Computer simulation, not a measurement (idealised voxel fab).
Process module in this document: voxel ribs on slabs
Shown is cross-section cut, with a width of 175 nm and square cells of size 5 nm.
If you're reading a cross-section in this doc, picture square cells in a grid; it comes to you as bands, top ones listed first down to the bottom, and a band can be one or more rows of cells.
First you get the band's top height and its bottom height, in nm, and then the materials it's made of, left to right, with each width in nm. If you see a single material with "everywhere", that one covers the band edge to edge. "air" is empty space.
A quick word on heights: they are counted from 0, and under that level the wafer as it came to us is one material throughout. The lowest band is different from the rest in having no bottom; it simply continues downward, written as in "top 0, no bottom".
Top row gets the first number, bottom row gets the second, and each row in between changes by the same step: that is how a band width like "30 to 40" works.
Reading "remained unchanged" for a step: not a cell of the cross-section changed in it.
Basically, "Trapped void list" tells you about the enclosed voids: empty spaces with no open way to the top, 8 cells or bigger, each written width x height at distance, where distance is from the left edge, all in nm.
Read whatever lies past the settings on a step's line as the simulator's own remark about the step.
overlay nm: where the mask lay relative to plan, measured to the right, on steps with a mask; negatives go left.
Process steps foreseen in the plan:
1 RECEIVE: material Si
2 DIRECTIONAL_DEP: material SiO2, thk nm 30
3 DIRECTIONAL_DEP: material polySi, thk nm 25
4 MASKED_ETCH: tone cover, mask id RIB, width nm 25, etch materials polySi, depth nm 15, overlay nm 0
5 MASKED_ETCH: tone cover, mask id SLAB, width nm 65, etch materials polySi, depth nm 10, overlay nm 0
6 FILL_DEP: material SiO2, thk nm 25
7 CMP: height nm 70
8 DIRECTIONAL_DEP: material W, thk nm 5
9 MASKED_ETCH: tone cover, mask id HEATER, width nm 35, etch materials W, depth nm 5, overlay nm 0
10 CONFORMAL_DEP: material SiN, thk nm 5
Every wafer here starts from the same state; it is the step 8 thk nm that distinguishes them, and the value the plan gives belongs to the first wafer.
First of several wafers (as received, post step 1), cross-sectional view:
top 0, no bottom: Si everywhere
Trapped void list: none
End of the module, past its last step, step 10: how the first of several wafers looks in cross-section:
top 80, bottom 75: air (65), then SiN (45), then air (65)
top 75, bottom 70: SiN (70), then W (35), then SiN (70)
top 70, bottom 55: SiO2 everywhere
top 55, bottom 40: SiO2 (75), then polySi (25), then SiO2 (75)
top 40, bottom 30: SiO2 (55), then polySi (65), then SiO2 (55)
top 30, bottom 0: SiO2 everywhere
top 0, no bottom: Si everywhere
Trapped void list: none
Cross-sectional view of the final wafer of several at the module's end:
top 95, bottom 90: air (65), then SiN (45), then air (65)
top 90, bottom 85: SiN (70), then W (35), then SiN (70)
top 85, bottom 70: W everywhere
top 70, bottom 55: SiO2 everywhere
top 55, bottom 40: SiO2 (75), then polySi (25), then SiO2 (75)
top 40, bottom 30: SiO2 (55), then polySi (65), then SiO2 (55)
top 30, bottom 0: SiO2 everywhere
top 0, no bottom: Si everywhere
Trapped void list: none
For your reference, the table is organized with a row per wafer; each row reflects the wafer at the end of the module, indicating for each material the cells gained (+) or lost (-) since receipt, and thereafter its closed voids:
thk nm 5; +37 SiN; +449 SiO2; +7 W; +41 polySi; Trapped void list: none
thk nm 10; +37 SiN; +449 SiO2; +42 W; +41 polySi; Trapped void list: none
thk nm 15; +37 SiN; +449 SiO2; +77 W; +41 polySi; Trapped void list: none
thk nm 20; +37 SiN; +449 SiO2; +112 W; +41 polySi; Trapped void list: none
